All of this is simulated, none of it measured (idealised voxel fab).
This section sets out a process module, namely voxel released beams.
Displayed cross-section: cut, width of 160 nm, square cells sized 5 nm.
In this document a cross-section is written as a grid of square cells. It is given as a series of bands, listed from the top down, and a band is one or more rows of cells.
Band: top and bottom heights (nm) first, top before bottom; then materials from left to right, widths in nm. "everywhere" marks a sole material filling the band edge to edge. "blank" denotes empty space.
Height datum 0, below which the as-received substrate wafer is one material. Lowest band open at the bottom, running downward: "0 down".
Graded width ("30..40"): value in top row of band = first number; value in bottom row = second number; row-to-row change constant.
Key: "no change" - step with no changed cell in the cross-section.
The entry titled "Fully enclosed voids" provides the empty spaces that have no open way to the top, restricted to those of 8 cells or more. Each is presented as width x height at distance, the distance being measured from the left edge, with all three in nm.
Where a step's line continues beyond its settings, the continuation is a remark by the simulator itself on that step.
If you see "overlay nm" on a step's line and that step has a mask, it's telling you how far right of where it was planned the mask ended up; a negative number means it went left instead.
### Process steps - plan
1,RECEIVE | material Si
2,CONFORMAL_DEP | material SiN | thk nm 5
3,DIRECTIONAL_DEP | material SiO2 | thk nm 15
4,DIRECTIONAL_DEP | material aC | thk nm 15
5,PATTERN | tone open | mask id ANCHOR | material resist | width nm 35 | thk nm 35 | overlay nm 0
6,DIRECTIONAL_ETCH | etch materials aC | depth nm 15
7,STRIP | etch materials resist
8,DIRECTIONAL_ETCH | etch materials SiO2 | depth nm 15
9,STRIP | etch materials aC
10,CONFORMAL_DEP | material W | thk nm 15
11,PATTERN | tone cover | mask id BEAM | material resist | width nm 110 | thk nm 15 | overlay nm 0
12,DIRECTIONAL_ETCH | etch materials W | depth nm 15
13,STRIP | etch materials resist
14,STRIP | etch materials SiO2
### First of two wafers: run as planned
### Cross-section of the wafer as it came to us, i.e., already through step 1
> 0 down  Si everywhere
> Fully enclosed voids: none
### Cross-section through the wafer, step 2 finished
> 5 to 0  SiN everywhere
> Anything lower than 0 is untouched.
### Cross-section through the wafer, step 3 finished
> 20 to 5  SiO2 everywhere
> Anything lower than 5 is untouched.
### Cross-section through the wafer, step 4 finished
> 35 to 20  aC everywhere
> Anything lower than 20 is untouched.
### Cross-section through the wafer, step 5 finished
> 70 to 35  resist 25, then blank 35, then resist 100
> Anything lower than 35 is untouched.
### Cross-section through the wafer, step 6 finished
> 55 to 35  resist 25, then blank 35, then resist 100
> 35 to 20  aC 25, then blank 35, then aC 100
> Anything lower than 20 is untouched.
### Cross-section through the wafer, step 7 finished
> 35 to 20  aC 25, then blank 35, then aC 100
> Anything lower than 20 is untouched.
### Cross-section through the wafer, step 8 finished
> 35 to 20  aC 25, then blank 35, then aC 100
> 20 to 5  SiO2 25, then blank 35, then SiO2 100
> Anything lower than 5 is untouched.
### Cross-section through the wafer, step 9 finished
> 20 to 5  SiO2 25, then blank 35, then SiO2 100
> Anything lower than 5 is untouched.
### Cross-section through the wafer, step 10 finished
> 35 to 20  W 40, then blank 5, then W 115
> 20 to 5  SiO2 25, then W 35, then SiO2 100
> Anything lower than 5 is untouched.
### Cross-section through the wafer, step 11 finished
> 50 to 35  blank 20, then resist 110, then blank 30
> 35 to 20  W 40, then resist 5, then W 115
> Anything lower than 20 is untouched.
### Cross-section through the wafer, step 12 finished
> 50 to 35  blank 20, then resist 110, then blank 30
> 35 to 20  blank 20, then W 20, then resist 5, then W 85, then blank 30
> Anything lower than 20 is untouched.
### Cross-section through the wafer, step 13 finished
> 35 to 20  blank 20, then W 20, then blank 5, then W 85, then blank 30
> Anything lower than 20 is untouched.
### Cross-section through the wafer, step 14 finished
> 35 to 20  blank 20, then W 20, then blank 5, then W 85, then blank 30
> 20 to 5  blank 25, then W 35, then blank 100
> Anything lower than 5 is untouched.
### For the second wafer, take the first wafer's start and plan, then add one mistake made in running it; everything through step 9, that step included, is shared with the first
### Look at the second wafer in cross-section at the time step 10 ought to have finished
> 40 to 20  W everywhere
> 20 to 5  SiO2 25, then W 35, then SiO2 100
> Anything lower than 5 is untouched.
### Look at the second wafer in cross-section at the time step 11 ought to have finished
> 55 to 40  blank 20, then resist 110, then blank 30
> Anything lower than 40 is untouched.
### Look at the second wafer in cross-section at the time step 12 ought to have finished
> 55 to 40  blank 20, then resist 110, then blank 30
> 40 to 25  blank 20, then W 110, then blank 30
> Anything lower than 25 is untouched.
### Look at the second wafer in cross-section at the time step 13 ought to have finished
> 40 to 25  blank 20, then W 110, then blank 30
> Anything lower than 25 is untouched.
Look at the second wafer in cross-section at the time step 14 ought to have finished: no change
Which mistake was made when the wafer was run? step 10 was not run as planned; what actually ran was CONFORMAL_DEP | material W | thk nm 20
Final comparison by cell count, materials where the second wafer has more or fewer than the first: +75 SiO2, +35 W
